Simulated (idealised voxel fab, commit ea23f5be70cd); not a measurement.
Title: Process Module voxel double patterning
Cross-sectional view cut (width: 155 nm; square cell size: 5 nm).
Just so we're on the same page, the cross-sections are grids of square cells, and they're listed out in bands top to bottom, each band one or more rows deep.
It is stipulated that each band's entry specify, in nanometres, the height of the top of the band and then that of its bottom, followed by the materials of the band in left-to-right sequence, each together with its width in nanometres. A single material marked by the word "all across" is understood to fill the band from edge to edge; the word "air" is understood to denote empty space.
Heights are reckoned from 0. Under this level, the received wafer is all of one material. The bottommost band is open-ended downward, for example "0..down".
Think of "30..40" as a width that walks from the first number to the second as you go down the band, top row to bottom row, taking equal-sized steps from row to row.
"remained the same", as given for a step, is the statement that not any cell of the cross-section underwent a change during that step.
Heads up: "Internal closed voids" only lists the empty pockets with no open path to the top that are 8 cells or more, and it writes them as width x height at distance, distance from the left edge, in nm.
Read whatever lies past the settings on a step's line as the simulator's own remark about the step.
overlay nm: step with mask; distance mask lay right of planned place; negative value = left of planned place.
## Steps planned for the process
1) RECEIVE,material Si
2) CONFORMAL_DEP,material SiO2,thk nm 5
3) DIRECTIONAL_DEP,material polySi,thk nm 10
4) DIRECTIONAL_DEP,material SiN,thk nm 10
5) MASKED_ETCH,tone open,mask id FIRST,width nm 15,pitch nm 50,etch materials SiN,depth nm 10,overlay nm 0
6) PATTERN,tone open,mask id SECOND,material resist,width nm 15,pitch nm 50,thk nm 15,overlay nm 0
7) DIRECTIONAL_ETCH,etch materials SiN,depth nm 10
8) STRIP,etch materials resist
9) DIRECTIONAL_ETCH,etch materials polySi,depth nm 10
10) STRIP,etch materials SiN
## Cross-sectional view of the wafer in its as-received condition, corresponding to the state after step 1
0..down | Si all across
Internal closed voids: none
## End state of the module in cross-section, given the above starting point and plan and one mistake in execution
15..0 | SiO2 all across
0..down | Si all across
Internal closed voids: none
Deviation noted in wafer processing: step 3 was run on a setting that differed from the plan, and what really ran there is DIRECTIONAL_DEP,material SiO2,thk nm 10
